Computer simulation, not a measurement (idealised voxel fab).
Herein follows the process module entitled voxel wiring stack.
270 nm wide, 5 nm square cells: that's cross-section cut.
A cross-section is written here as square cells arranged in a grid, and it is given in bands from the top down, each band taking up one or more rows of cells.
Band: top and bottom heights (nm) first, top before bottom; then materials from left to right, widths in nm. "throughout" marks a sole material filling the band edge to edge. "blank" denotes empty space.
Heights are expressed relative to 0, this being the level below which the as-received wafer comprises one material exclusively. The lowest band is unbounded in the downward direction and is denoted as in "0 and below".
With a width like "30..40", each row of cells in the band differs from the next by the same amount, the top row carrying the first number and the bottom row the second.
The designation "no change", where it is given for a processing step, indicates that no cell of the cross-section was altered in the course of that step.
In "closed voids" the enclosed voids are listed, meaning empty spaces of 8 cells or larger without any opening to the top. The form is width x height at distance, distance from the left edge, units nm.
The remark found on a step's line after its settings is issued by the simulator itself and pertains to that step.
You can add "overlay nm" to a step's line. For a step with a mask, it describes how far the mask lay to the right of its planned position, and a negative number describes a lay to the left.
Pairs ahead. Before: cross-section ahead of one process step. After: cross-section once the step is done, shown to the lowest changed band only. Under each pair: that step, with settings. Caution: pairs may come from different runs of this module on the same starting wafer; a pair follows the pair above only where its "Before the process" entry says so.

### Before the process
- 0 and below  Si throughout
- closed voids: none

### Post-Step Cross-Section
- 15 down to 0  SiO2 throughout
- Below 0, no change.
- closed voids: none
What is the step between the two cross-sections above? CONFORMAL_DEP (material SiO2; thk nm 15)

Before the process: same picture as after in the pair right above, so we don't repeat it.

### Post-Step Cross-Section
- 20 down to 15  SiCN throughout
- Below 15, no change.
- closed voids: none
What is the step between the two cross-sections above? CONFORMAL_DEP (material SiCN; thk nm 5)

Before the process: same picture as after in the pair right above, so we don't repeat it.

### Post-Step Cross-Section
- 40 down to 20  SiO2 throughout
- Below 20, no change.
- closed voids: none
What is the step between the two cross-sections above? DIRECTIONAL_DEP (material SiO2; thk nm 20)

Before the process: same picture as after in the pair right above, so we don't repeat it.

### Post-Step Cross-Section
- 60 down to 40  55 nm resist, 25 nm blank, 20 nm resist, 25 nm blank, 20 nm resist, 25 nm blank, 20 nm resist, 25 nm blank, 55 nm resist
- Below 40, no change.
- closed voids: none
What is the step between the two cross-sections above? PATTERN (tone open; mask id METAL_1; material resist; width nm 25; pitch nm 45; thk nm 20; overlay nm 0)

Before the process: same picture as after in the pair right above, so we don't repeat it.

### Post-Step Cross-Section
- 60 down to 40  55 nm resist, 25 nm blank, 20 nm resist, 25 nm blank, 20 nm resist, 25 nm blank, 20 nm resist, 25 nm blank, 55 nm resist
- 40 down to 20  55 nm SiO2, 25 nm blank, 20 nm SiO2, 25 nm blank, 20 nm SiO2, 25 nm blank, 20 nm SiO2, 25 nm blank, 55 nm SiO2
- Below 20, no change.
- closed voids: none
What is the step between the two cross-sections above? DIRECTIONAL_ETCH (etch materials SiO2; depth nm 20)

Before the process: same picture as after in the pair right above, so we don't repeat it.

### Post-Step Cross-Section
- 60 down to 40  55 nm resist, 25 nm blank, 20 nm resist, 25 nm blank, 20 nm resist, 25 nm blank, 20 nm resist, 25 nm blank, 55 nm resist
- 40 down to 20  55 nm SiO2, 25 nm blank, 20 nm SiO2, 25 nm blank, 20 nm SiO2, 25 nm blank, 20 nm SiO2, 25 nm blank, 55 nm SiO2
- 20 down to 15  55 nm SiCN, 25 nm blank, 20 nm SiCN, 25 nm blank, 20 nm SiCN, 25 nm blank, 20 nm SiCN, 25 nm blank, 55 nm SiCN
- Below 15, no change.
- closed voids: none
What is the step between the two cross-sections above? DIRECTIONAL_ETCH (etch materials SiCN; depth nm 5)

Before the process: same picture as after in the pair right above, so we don't repeat it.

### Post-Step Cross-Section
- 40 down to 20  55 nm SiO2, 25 nm blank, 20 nm SiO2, 25 nm blank, 20 nm SiO2, 25 nm blank, 20 nm SiO2, 25 nm blank, 55 nm SiO2
- Below 20, no change.
- closed voids: none
What is the step between the two cross-sections above? STRIP (etch materials resist)

Before the process: same picture as after in the pair right above, so we don't repeat it.

### Post-Step Cross-Section
- 45 down to 40  60 nm TiN, 15 nm blank, 30 nm TiN, 15 nm blank, 30 nm TiN, 15 nm blank, 30 nm TiN, 15 nm blank, 60 nm TiN
- 40 down to 20  55 nm SiO2, 5 nm TiN, 15 nm blank, 5 nm TiN, 20 nm SiO2, 5 nm TiN, 15 nm blank, 5 nm TiN, 20 nm SiO2, 5 nm TiN, 15 nm blank, 5 nm TiN, 20 nm SiO2, 5 nm TiN, 15 nm blank, 5 nm TiN, 55 nm SiO2
- 20 down to 15  55 nm SiCN, 25 nm TiN, 20 nm SiCN, 25 nm TiN, 20 nm SiCN, 25 nm TiN, 20 nm SiCN, 25 nm TiN, 55 nm SiCN
- Below 15, no change.
- closed voids: none
What is the step between the two cross-sections above? CONFORMAL_DEP (material TiN; thk nm 5)

Before the process: same picture as after in the pair right above, so we don't repeat it.

### Post-Step Cross-Section
- 50 down to 45  Ru throughout
- 45 down to 40  60 nm TiN, 15 nm Ru, 30 nm TiN, 15 nm Ru, 30 nm TiN, 15 nm Ru, 30 nm TiN, 15 nm Ru, 60 nm TiN
- 40 down to 20  55 nm SiO2, 5 nm TiN, 15 nm Ru, 5 nm TiN, 20 nm SiO2, 5 nm TiN, 15 nm Ru, 5 nm TiN, 20 nm SiO2, 5 nm TiN, 15 nm Ru, 5 nm TiN, 20 nm SiO2, 5 nm TiN, 15 nm Ru, 5 nm TiN, 55 nm SiO2
- Below 20, no change.
- closed voids: none
What is the step between the two cross-sections above? FILL_DEP (material Ru; thk nm 5)

Before the process: same picture as after in the pair right above, so we don't repeat it.

### Post-Step Cross-Section
- 40 down to 20  55 nm SiO2, 5 nm TiN, 15 nm Ru, 5 nm TiN, 20 nm SiO2, 5 nm TiN, 15 nm Ru, 5 nm TiN, 20 nm SiO2, 5 nm TiN, 15 nm Ru, 5 nm TiN, 20 nm SiO2, 5 nm TiN, 15 nm Ru, 5 nm TiN, 55 nm SiO2
- Below 20, no change.
- closed voids: none
What is the step between the two cross-sections above? CMP (height nm 40)

Before the process: same picture as after in the pair right above, so we don't repeat it.

### Post-Step Cross-Section
- 45 down to 40  SiCN throughout
- Below 40, no change.
- closed voids: none
What is the step between the two cross-sections above? CONFORMAL_DEP (material SiCN; thk nm 5)

Before the process: same picture as after in the pair right above, so we don't repeat it.

### Post-Step Cross-Section
- 55 down to 45  SiO2 throughout
- Below 45, no change.
- closed voids: none
What is the step between the two cross-sections above? DIRECTIONAL_DEP (material SiO2; thk nm 10)

Before the process: same picture as after in the pair right above, so we don't repeat it.

### Post-Step Cross-Section
- 75 down to 55  55 nm resist, 15 nm blank, 30 nm resist, 15 nm blank, 30 nm resist, 15 nm blank, 30 nm resist, 15 nm blank, 65 nm resist
- Below 55, no change.
- closed voids: none
What is the step between the two cross-sections above? PATTERN (tone open; mask id PLUG_1; material resist; width nm 15; pitch nm 45; thk nm 20; overlay nm 0)

Before the process: same picture as after in the pair right above, so we don't repeat it.

### Post-Step Cross-Section
- 75 down to 55  55 nm resist, 15 nm blank, 30 nm resist, 15 nm blank, 30 nm resist, 15 nm blank, 30 nm resist, 15 nm blank, 65 nm resist
- 55 down to 45  55 nm SiO2, 15 nm blank, 30 nm SiO2, 15 nm blank, 30 nm SiO2, 15 nm blank, 30 nm SiO2, 15 nm blank, 65 nm SiO2
- Below 45, no change.
- closed voids: none
What is the step between the two cross-sections above? DIRECTIONAL_ETCH (etch materials SiO2; depth nm 10)

Before the process: same picture as after in the pair right above, so we don't repeat it.

### Post-Step Cross-Section
- 75 down to 55  55 nm resist, 15 nm blank, 30 nm resist, 15 nm blank, 30 nm resist, 15 nm blank, 30 nm resist, 15 nm blank, 65 nm resist
- 55 down to 45  55 nm SiO2, 15 nm blank, 30 nm SiO2, 15 nm blank, 30 nm SiO2, 15 nm blank, 30 nm SiO2, 15 nm blank, 65 nm SiO2
- 45 down to 40  55 nm SiCN, 15 nm blank, 30 nm SiCN, 15 nm blank, 30 nm SiCN, 15 nm blank, 30 nm SiCN, 15 nm blank, 65 nm SiCN
- Below 40, no change.
- closed voids: none
What is the step between the two cross-sections above? DIRECTIONAL_ETCH (etch materials SiCN; depth nm 5)

Before the process: same picture as after in the pair right above, so we don't repeat it.

### Post-Step Cross-Section
- 55 down to 45  55 nm SiO2, 15 nm blank, 30 nm SiO2, 15 nm blank, 30 nm SiO2, 15 nm blank, 30 nm SiO2, 15 nm blank, 65 nm SiO2
- Below 45, no change.
- closed voids: none
What is the step between the two cross-sections above? STRIP (etch materials resist)

Before the process: same picture as after in the pair right above, so we don't repeat it.

### Post-Step Cross-Section
- 55 down to 50  55 nm SiO2, 15 nm blank, 30 nm SiO2, 15 nm blank, 30 nm SiO2, 15 nm blank, 30 nm SiO2, 15 nm blank, 65 nm SiO2
- 50 down to 45  55 nm SiO2, 15 nm Ru, 30 nm SiO2, 15 nm Ru, 30 nm SiO2, 15 nm Ru, 30 nm SiO2, 15 nm Ru, 65 nm SiO2
- 45 down to 40  55 nm SiCN, 15 nm Ru, 30 nm SiCN, 15 nm Ru, 30 nm SiCN, 15 nm Ru, 30 nm SiCN, 15 nm Ru, 65 nm SiCN
- Below 40, no change.
- closed voids: none
What is the step between the two cross-sections above? EPI (material Ru; thk nm 10)

Before the process: same picture as after in the pair right above, so we don't repeat it.

### Post-Step Cross-Section
- 55 down to 45  55 nm SiO2, 15 nm Ru, 30 nm SiO2, 15 nm Ru, 30 nm SiO2, 15 nm Ru, 30 nm SiO2, 15 nm Ru, 65 nm SiO2
- Below 45, no change.
- closed voids: none
What is the step between the two cross-sections above? EPI (material Ru; thk nm 5)

Before the process: same picture as after in the pair right above, so we don't repeat it.

### Post-Step Cross-Section
- 60 down to 55  SiN throughout
- Below 55, no change.
- closed voids: none
What is the step between the two cross-sections above? CONFORMAL_DEP (material SiN; thk nm 5)

Before the process: same picture as after in the pair right above, so we don't repeat it.

### Post-Step Cross-Section
- 80 down to 60  lowk throughout
- Below 60, no change.
- closed voids: none
What is the step between the two cross-sections above? DIRECTIONAL_DEP (material lowk; thk nm 20)

Before the process: same picture as after in the pair right above, so we don't repeat it.

### Post-Step Cross-Section
- 100 down to 80  55 nm resist, 25 nm blank, 20 nm resist, 25 nm blank, 20 nm resist, 25 nm blank, 20 nm resist, 25 nm blank, 55 nm resist
- Below 80, no change.
- closed voids: none
What is the step between the two cross-sections above? PATTERN (tone open; mask id METAL_2; material resist; width nm 25; pitch nm 45; thk nm 20; overlay nm 0)

Before the process: same picture as after in the pair right above, so we don't repeat it.

### Post-Step Cross-Section
- 100 down to 80  55 nm resist, 25 nm blank, 20 nm resist, 25 nm blank, 20 nm resist, 25 nm blank, 20 nm resist, 25 nm blank, 55 nm resist
- 80 down to 60  55 nm lowk, 25 nm blank, 20 nm lowk, 25 nm blank, 20 nm lowk, 25 nm blank, 20 nm lowk, 25 nm blank, 55 nm lowk
- Below 60, no change.
- closed voids: none
What is the step between the two cross-sections above? DIRECTIONAL_ETCH (etch materials lowk; depth nm 20)

Before the process: same picture as after in the pair right above, so we don't repeat it.

### Post-Step Cross-Section
- 100 down to 80  55 nm resist, 25 nm blank, 20 nm resist, 25 nm blank, 20 nm resist, 25 nm blank, 20 nm resist, 25 nm blank, 55 nm resist
- 80 down to 60  55 nm lowk, 25 nm blank, 20 nm lowk, 25 nm blank, 20 nm lowk, 25 nm blank, 20 nm lowk, 25 nm blank, 55 nm lowk
- 60 down to 55  55 nm SiN, 25 nm blank, 20 nm SiN, 25 nm blank, 20 nm SiN, 25 nm blank, 20 nm SiN, 25 nm blank, 55 nm SiN
- Below 55, no change.
- closed voids: none
What is the step between the two cross-sections above? DIRECTIONAL_ETCH (etch materials SiN; depth nm 5)

Before the process: same picture as after in the pair right above, so we don't repeat it.

### Post-Step Cross-Section
- 80 down to 60  55 nm lowk, 25 nm blank, 20 nm lowk, 25 nm blank, 20 nm lowk, 25 nm blank, 20 nm lowk, 25 nm blank, 55 nm lowk
- Below 60, no change.
- closed voids: none
What is the step between the two cross-sections above? STRIP (etch materials resist)

Before the process: same picture as after in the pair right above, so we don't repeat it.

### Post-Step Cross-Section
- 85 down to 80  60 nm TiN, 15 nm blank, 30 nm TiN, 15 nm blank, 30 nm TiN, 15 nm blank, 30 nm TiN, 15 nm blank, 60 nm TiN
- 80 down to 60  55 nm lowk, 5 nm TiN, 15 nm blank, 5 nm TiN, 20 nm lowk, 5 nm TiN, 15 nm blank, 5 nm TiN, 20 nm lowk, 5 nm TiN, 15 nm blank, 5 nm TiN, 20 nm lowk, 5 nm TiN, 15 nm blank, 5 nm TiN, 55 nm lowk
- 60 down to 55  55 nm SiN, 25 nm TiN, 20 nm SiN, 25 nm TiN, 20 nm SiN, 25 nm TiN, 20 nm SiN, 25 nm TiN, 55 nm SiN
- Below 55, no change.
- closed voids: none
What is the step between the two cross-sections above? CONFORMAL_DEP (material TiN; thk nm 5)

Before the process: same picture as after in the pair right above, so we don't repeat it.

### Post-Step Cross-Section
- 90 down to 85  Cu throughout
- 85 down to 80  60 nm TiN, 15 nm Cu, 30 nm TiN, 15 nm Cu, 30 nm TiN, 15 nm Cu, 30 nm TiN, 15 nm Cu, 60 nm TiN
- 80 down to 60  55 nm lowk, 5 nm TiN, 15 nm Cu, 5 nm TiN, 20 nm lowk, 5 nm TiN, 15 nm Cu, 5 nm TiN, 20 nm lowk, 5 nm TiN, 15 nm Cu, 5 nm TiN, 20 nm lowk, 5 nm TiN, 15 nm Cu, 5 nm TiN, 55 nm lowk
- Below 60, no change.
- closed voids: none
What is the step between the two cross-sections above? FILL_DEP (material Cu; thk nm 5)

Before the process: same picture as after in the pair right above, so we don't repeat it.

### Post-Step Cross-Section
- 80 down to 60  55 nm lowk, 5 nm TiN, 15 nm Cu, 5 nm TiN, 20 nm lowk, 5 nm TiN, 15 nm Cu, 5 nm TiN, 20 nm lowk, 5 nm TiN, 15 nm Cu, 5 nm TiN, 20 nm lowk, 5 nm TiN, 15 nm Cu, 5 nm TiN, 55 nm lowk
- Below 60, no change.
- closed voids: none
What is the step between the two cross-sections above? CMP (height nm 80)

Before the process: same picture as after in the pair right above, so we don't repeat it.

### Post-Step Cross-Section
- 85 down to 80  SiCN throughout
- Below 80, no change.
- closed voids: none
What is the step between the two cross-sections above? CONFORMAL_DEP (material SiCN; thk nm 5)

Before the process: same picture as after in the pair right above, so we don't repeat it.

### Post-Step Cross-Section
- 115 down to 85  lowk throughout
- Below 85, no change.
- closed voids: none
What is the step between the two cross-sections above? DIRECTIONAL_DEP (material lowk; thk nm 30)

Before the process: same picture as after in the pair right above, so we don't repeat it.

### Post-Step Cross-Section
- 115 down to 85  55 nm lowk, 15 nm blank, 75 nm lowk, 15 nm blank, 110 nm lowk
- Below 85, no change.
- closed voids: none
What is the step between the two cross-sections above? MASKED_ETCH (tone open; mask id METAL_3_HOLES; width nm 15; pitch nm 90; etch materials lowk; depth nm 30; overlay nm 0)

Before the process: same picture as after in the pair right above, so we don't repeat it.

### Post-Step Cross-Section
- 125 down to 115  55 nm aC, 15 nm blank, 75 nm aC, 15 nm blank, 110 nm aC
- 115 down to 95  55 nm lowk, 15 nm blank, 75 nm lowk, 15 nm blank, 110 nm lowk
- 95 down to 85  55 nm lowk, 15 nm aC, 75 nm lowk, 15 nm aC, 110 nm lowk
- Below 85, no change.
- closed voids: none
What is the step between the two cross-sections above? DIRECTIONAL_DEP (material aC; thk nm 10)

Before the process: same picture as after in the pair right above, so we don't repeat it.

### Post-Step Cross-Section
- 150 down to 125  55 nm resist, 25 nm blank, 20 nm resist, 25 nm blank, 20 nm resist, 25 nm blank, 20 nm resist, 25 nm blank, 55 nm resist
- Below 125, no change.
- closed voids: none
What is the step between the two cross-sections above? PATTERN (tone open; mask id METAL_3; material resist; width nm 25; pitch nm 45; thk nm 25; overlay nm 0)

Before the process: same picture as after in the pair right above, so we don't repeat it.

### Post-Step Cross-Section
- 140 down to 125  55 nm resist, 25 nm blank, 20 nm resist, 25 nm blank, 20 nm resist, 25 nm blank, 20 nm resist, 25 nm blank, 55 nm resist
- 125 down to 115  55 nm aC, 25 nm blank, 20 nm aC, 25 nm blank, 20 nm aC, 25 nm blank, 20 nm aC, 25 nm blank, 55 nm aC
- 115 down to 85  55 nm lowk, 15 nm blank, 75 nm lowk, 15 nm blank, 110 nm lowk
- Below 85, no change.
- closed voids: none
What is the step between the two cross-sections above? DIRECTIONAL_ETCH (etch materials aC; depth nm 10)

Before the process: same picture as after in the pair right above, so we don't repeat it.

### Post-Step Cross-Section
- 125 down to 115  55 nm aC, 25 nm blank, 20 nm aC, 25 nm blank, 20 nm aC, 25 nm blank, 20 nm aC, 25 nm blank, 55 nm aC
- Below 115, no change.
- closed voids: none
What is the step between the two cross-sections above? STRIP (etch materials resist)

Before the process: same picture as after in the pair right above, so we don't repeat it.

### Post-Step Cross-Section
- 125 down to 115  55 nm aC, 25 nm blank, 20 nm aC, 25 nm blank, 20 nm aC, 25 nm blank, 20 nm aC, 25 nm blank, 55 nm aC
- 115 down to 100  55 nm lowk, 25 nm blank, 20 nm lowk, 25 nm blank, 20 nm lowk, 25 nm blank, 20 nm lowk, 25 nm blank, 55 nm lowk
- Below 100, no change.
- closed voids: none
What is the step between the two cross-sections above? DIRECTIONAL_ETCH (etch materials lowk; depth nm 15)

Before the process: same picture as after in the pair right above, so we don't repeat it.

### Post-Step Cross-Section
- 125 down to 115  55 nm aC, 25 nm blank, 20 nm aC, 25 nm blank, 20 nm aC, 25 nm blank, 20 nm aC, 25 nm blank, 55 nm aC
- 115 down to 100  55 nm lowk, 25 nm blank, 20 nm lowk, 25 nm blank, 20 nm lowk, 25 nm blank, 20 nm lowk, 25 nm blank, 55 nm lowk
- 100 down to 85  55 nm lowk, 15 nm blank, 75 nm lowk, 15 nm blank, 110 nm lowk
- 85 down to 80  55 nm SiCN, 15 nm blank, 75 nm SiCN, 15 nm blank, 110 nm SiCN
- Below 80, no change.
- closed voids: none
What is the step between the two cross-sections above? DIRECTIONAL_ETCH (etch materials SiCN; depth nm 5)

Before the process: same picture as after in the pair right above, so we don't repeat it.

### Post-Step Cross-Section
- 115 down to 100  55 nm lowk, 25 nm blank, 20 nm lowk, 25 nm blank, 20 nm lowk, 25 nm blank, 20 nm lowk, 25 nm blank, 55 nm lowk
- Below 100, no change.
- closed voids: none
What is the step between the two cross-sections above? STRIP (etch materials aC)

Before the process: same picture as after in the pair right above, so we don't repeat it.

### Post-Step Cross-Section
- 120 down to 115  60 nm TiN, 15 nm blank, 30 nm TiN, 15 nm blank, 30 nm TiN, 15 nm blank, 30 nm TiN, 15 nm blank, 60 nm TiN
- 115 down to 105  55 nm lowk, 5 nm TiN, 15 nm blank, 5 nm TiN, 20 nm lowk, 5 nm TiN, 15 nm blank, 5 nm TiN, 20 nm lowk, 5 nm TiN, 15 nm blank, 5 nm TiN, 20 nm lowk, 5 nm TiN, 15 nm blank, 5 nm TiN, 55 nm lowk
- 105 down to 100  55 nm lowk, 5 nm TiN, 5 nm blank, 15 nm TiN, 20 nm lowk, 25 nm TiN, 20 nm lowk, 5 nm TiN, 5 nm blank, 15 nm TiN, 20 nm lowk, 25 nm TiN, 55 nm lowk
- 100 down to 85  55 nm lowk, 5 nm TiN, 5 nm blank, 5 nm TiN, 75 nm lowk, 5 nm TiN, 5 nm blank, 5 nm TiN, 110 nm lowk
- 85 down to 80  55 nm SiCN, 15 nm TiN, 75 nm SiCN, 15 nm TiN, 110 nm SiCN
- Below 80, no change.
- closed voids: none
What is the step between the two cross-sections above? CONFORMAL_DEP (material TiN; thk nm 5)

Before the process: same picture as after in the pair right above, so we don't repeat it.

### Post-Step Cross-Section
- 130 down to 120  Cu throughout
- 120 down to 115  60 nm TiN, 15 nm Cu, 30 nm TiN, 15 nm Cu, 30 nm TiN, 15 nm Cu, 30 nm TiN, 15 nm Cu, 60 nm TiN
- 115 down to 105  55 nm lowk, 5 nm TiN, 15 nm Cu, 5 nm TiN, 20 nm lowk, 5 nm TiN, 15 nm Cu, 5 nm TiN, 20 nm lowk, 5 nm TiN, 15 nm Cu, 5 nm TiN, 20 nm lowk, 5 nm TiN, 15 nm Cu, 5 nm TiN, 55 nm lowk
- 105 down to 100  55 nm lowk, 5 nm TiN, 5 nm Cu, 15 nm TiN, 20 nm lowk, 25 nm TiN, 20 nm lowk, 5 nm TiN, 5 nm Cu, 15 nm TiN, 20 nm lowk, 25 nm TiN, 55 nm lowk
- 100 down to 85  55 nm lowk, 5 nm TiN, 5 nm Cu, 5 nm TiN, 75 nm lowk, 5 nm TiN, 5 nm Cu, 5 nm TiN, 110 nm lowk
- Below 85, no change.
- closed voids: none
What is the step between the two cross-sections above? FILL_DEP (material Cu; thk nm 10)

Before the process: same picture as after in the pair right above, so we don't repeat it.

### Post-Step Cross-Section
- 115 down to 105  55 nm lowk, 5 nm TiN, 15 nm Cu, 5 nm TiN, 20 nm lowk, 5 nm TiN, 15 nm Cu, 5 nm TiN, 20 nm lowk, 5 nm TiN, 15 nm Cu, 5 nm TiN, 20 nm lowk, 5 nm TiN, 15 nm Cu, 5 nm TiN, 55 nm lowk
- Below 105, no change.
- closed voids: none
What is the step between the two cross-sections above? CMP (height nm 115)

Before the process: same picture as after in the pair right above, so we don't repeat it.

### Post-Step Cross-Section
- 120 down to 115  SiN throughout
- Below 115, no change.
- closed voids: none
What is the step between the two cross-sections above? CONFORMAL_DEP (material SiN; thk nm 5)

### Before the process
- 130 down to 120  Cu throughout
- 120 down to 115  60 nm TiN, 15 nm Cu, 30 nm TiN, 15 nm Cu, 30 nm TiN, 15 nm Cu, 30 nm TiN, 15 nm Cu, 60 nm TiN
- 115 down to 105  55 nm lowk, 5 nm TiN, 15 nm Cu, 5 nm TiN, 20 nm lowk, 5 nm TiN, 15 nm Cu, 5 nm TiN, 20 nm lowk, 5 nm TiN, 15 nm Cu, 5 nm TiN, 20 nm lowk, 5 nm TiN, 15 nm Cu, 5 nm TiN, 55 nm lowk
- 105 down to 100  55 nm lowk, 5 nm TiN, 5 nm Cu, 15 nm TiN, 20 nm lowk, 25 nm TiN, 20 nm lowk, 5 nm TiN, 5 nm Cu, 15 nm TiN, 20 nm lowk, 25 nm TiN, 55 nm lowk
- 100 down to 85  55 nm lowk, 5 nm TiN, 5 nm Cu, 5 nm TiN, 75 nm lowk, 5 nm TiN, 5 nm Cu, 5 nm TiN, 110 nm lowk
- 85 down to 80  55 nm SiCN, 15 nm TiN, 75 nm SiCN, 15 nm TiN, 110 nm SiCN
- 80 down to 60  55 nm lowk, 5 nm TiN, 15 nm Cu, 5 nm TiN, 20 nm lowk, 5 nm TiN, 15 nm Cu, 5 nm TiN, 20 nm lowk, 5 nm TiN, 15 nm Cu, 5 nm TiN, 20 nm lowk, 5 nm TiN, 15 nm Cu, 5 nm TiN, 55 nm lowk
- 60 down to 55  55 nm SiN, 25 nm TiN, 20 nm SiN, 25 nm TiN, 20 nm SiN, 25 nm TiN, 20 nm SiN, 25 nm TiN, 55 nm SiN
- 55 down to 45  55 nm SiO2, 15 nm Ru, 30 nm SiO2, 15 nm Ru, 30 nm SiO2, 15 nm Ru, 30 nm SiO2, 15 nm Ru, 65 nm SiO2
- 45 down to 40  55 nm SiCN, 15 nm Ru, 30 nm SiCN, 15 nm Ru, 30 nm SiCN, 15 nm Ru, 30 nm SiCN, 15 nm Ru, 65 nm SiCN
- 40 down to 20  55 nm SiO2, 5 nm TiN, 15 nm Ru, 5 nm TiN, 20 nm SiO2, 5 nm TiN, 15 nm Ru, 5 nm TiN, 20 nm SiO2, 5 nm TiN, 15 nm Ru, 5 nm TiN, 20 nm SiO2, 5 nm TiN, 15 nm Ru, 5 nm TiN, 55 nm SiO2
- 20 down to 15  55 nm SiCN, 25 nm TiN, 20 nm SiCN, 25 nm TiN, 20 nm SiCN, 25 nm TiN, 20 nm SiCN, 25 nm TiN, 55 nm SiCN
- 15 down to 0  SiO2 throughout
- 0 and below  Si throughout
- closed voids: none

### Post-Step Cross-Section
- 135 down to 130  SiN throughout
- Below 130, no change.
- closed voids: none
What is the step between the two cross-sections above? CONFORMAL_DEP (material SiN; thk nm 5)

### Before the process
- 55 down to 50  55 nm SiO2, 15 nm blank, 30 nm SiO2, 15 nm blank, 30 nm SiO2, 15 nm blank, 30 nm SiO2, 15 nm blank, 65 nm SiO2
- 50 down to 45  55 nm SiO2, 15 nm Ru, 30 nm SiO2, 15 nm Ru, 30 nm SiO2, 15 nm Ru, 30 nm SiO2, 15 nm Ru, 65 nm SiO2
- 45 down to 40  55 nm SiCN, 15 nm Ru, 30 nm SiCN, 15 nm Ru, 30 nm SiCN, 15 nm Ru, 30 nm SiCN, 15 nm Ru, 65 nm SiCN
- 40 down to 20  55 nm SiO2, 5 nm TiN, 15 nm Ru, 5 nm TiN, 20 nm SiO2, 5 nm TiN, 15 nm Ru, 5 nm TiN, 20 nm SiO2, 5 nm TiN, 15 nm Ru, 5 nm TiN, 20 nm SiO2, 5 nm TiN, 15 nm Ru, 5 nm TiN, 55 nm SiO2
- 20 down to 15  55 nm SiCN, 25 nm TiN, 20 nm SiCN, 25 nm TiN, 20 nm SiCN, 25 nm TiN, 20 nm SiCN, 25 nm TiN, 55 nm SiCN
- 15 down to 0  SiO2 throughout
- 0 and below  Si throughout
- closed voids: none

### Post-Step Cross-Section
- 60 down to 55  50 nm blank, 25 nm Ru, 20 nm blank, 25 nm Ru, 20 nm blank, 25 nm Ru, 20 nm blank, 25 nm Ru, 60 nm blank
- 55 down to 45  55 nm SiO2, 15 nm Ru, 30 nm SiO2, 15 nm Ru, 30 nm SiO2, 15 nm Ru, 30 nm SiO2, 15 nm Ru, 65 nm SiO2
- Below 45, no change.
- closed voids: none
What is the step between the two cross-sections above? EPI (material Ru; thk nm 10)

Before the process: same picture as after in the pair right above, so we don't repeat it.

### Post-Step Cross-Section
- 65 down to 55  45 nm blank, 35 nm Ru, 10 nm blank, 35 nm Ru, 10 nm blank, 35 nm Ru, 10 nm blank, 35 nm Ru, 55 nm blank
- Below 55, no change.
- closed voids: none
What is the step between the two cross-sections above? EPI (material Ru; thk nm 5)

Before the process: same picture as after in the pair right above, so we don't repeat it.

### Post-Step Cross-Section
- 70 down to 65  40 nm blank, 180 nm SiN, 50 nm blank
- 65 down to 60  40 nm blank, 5 nm SiN, 35 nm Ru, 10 nm SiN, 35 nm Ru, 10 nm SiN, 35 nm Ru, 10 nm SiN, 35 nm Ru, 5 nm SiN, 50 nm blank
- 60 down to 55  45 nm SiN, 35 nm Ru, 10 nm SiN, 35 nm Ru, 10 nm SiN, 35 nm Ru, 10 nm SiN, 35 nm Ru, 55 nm SiN
- Below 55, no change.
- closed voids: none
What is the step between the two cross-sections above? CONFORMAL_DEP (material SiN; thk nm 5)

Before the process: same picture as after in the pair right above, so we don't repeat it.

### Post-Step Cross-Section
- 90 down to 80  40 nm blank, 180 nm lowk, 50 nm blank
- 80 down to 70  lowk throughout
- 70 down to 65  40 nm lowk, 180 nm SiN, 50 nm lowk
- 65 down to 60  40 nm lowk, 5 nm SiN, 35 nm Ru, 10 nm SiN, 35 nm Ru, 10 nm SiN, 35 nm Ru, 10 nm SiN, 35 nm Ru, 5 nm SiN, 50 nm lowk
- Below 60, no change.
- closed voids: none
What is the step between the two cross-sections above? DIRECTIONAL_DEP (material lowk; thk nm 20)

Before the process: same picture as after in the pair right above, so we don't repeat it.

### Post-Step Cross-Section
- 110 down to 90  55 nm resist, 25 nm blank, 20 nm resist, 25 nm blank, 20 nm resist, 25 nm blank, 20 nm resist, 25 nm blank, 55 nm resist
- 90 down to 80  40 nm resist, 180 nm lowk, 50 nm resist
- Below 80, no change.
- closed voids: none
What is the step between the two cross-sections above? PATTERN (tone open; mask id METAL_2; material resist; width nm 25; pitch nm 45; thk nm 20; overlay nm 0)

Before the process: same picture as after in the pair right above, so we don't repeat it.

### Post-Step Cross-Section
- 110 down to 90  55 nm resist, 25 nm blank, 20 nm resist, 25 nm blank, 20 nm resist, 25 nm blank, 20 nm resist, 25 nm blank, 55 nm resist
- 90 down to 80  40 nm resist, 15 nm lowk, 25 nm blank, 20 nm lowk, 25 nm blank, 20 nm lowk, 25 nm blank, 20 nm lowk, 25 nm blank, 5 nm lowk, 50 nm resist
- 80 down to 70  55 nm lowk, 25 nm blank, 20 nm lowk, 25 nm blank, 20 nm lowk, 25 nm blank, 20 nm lowk, 25 nm blank, 55 nm lowk
- Below 70, no change.
- closed voids: none
What is the step between the two cross-sections above? DIRECTIONAL_ETCH (etch materials lowk; depth nm 20)

Before the process: same picture as after in the pair right above, so we don't repeat it.

### Post-Step Cross-Section
- 110 down to 90  55 nm resist, 25 nm blank, 20 nm resist, 25 nm blank, 20 nm resist, 25 nm blank, 20 nm resist, 25 nm blank, 55 nm resist
- 90 down to 80  40 nm resist, 15 nm lowk, 25 nm blank, 20 nm lowk, 25 nm blank, 20 nm lowk, 25 nm blank, 20 nm lowk, 25 nm blank, 5 nm lowk, 50 nm resist
- 80 down to 70  55 nm lowk, 25 nm blank, 20 nm lowk, 25 nm blank, 20 nm lowk, 25 nm blank, 20 nm lowk, 25 nm blank, 55 nm lowk
- 70 down to 65  40 nm lowk, 15 nm SiN, 25 nm blank, 20 nm SiN, 25 nm blank, 20 nm SiN, 25 nm blank, 20 nm SiN, 25 nm blank, 5 nm SiN, 50 nm lowk
- Below 65, no change.
- closed voids: none
What is the step between the two cross-sections above? DIRECTIONAL_ETCH (etch materials SiN; depth nm 5)

Before the process: same picture as after in the pair right above, so we don't repeat it.

### Post-Step Cross-Section
- 90 down to 80  40 nm blank, 15 nm lowk, 25 nm blank, 20 nm lowk, 25 nm blank, 20 nm lowk, 25 nm blank, 20 nm lowk, 25 nm blank, 5 nm lowk, 50 nm blank
- Below 80, no change.
- closed voids: none
What is the step between the two cross-sections above? STRIP (etch materials resist)
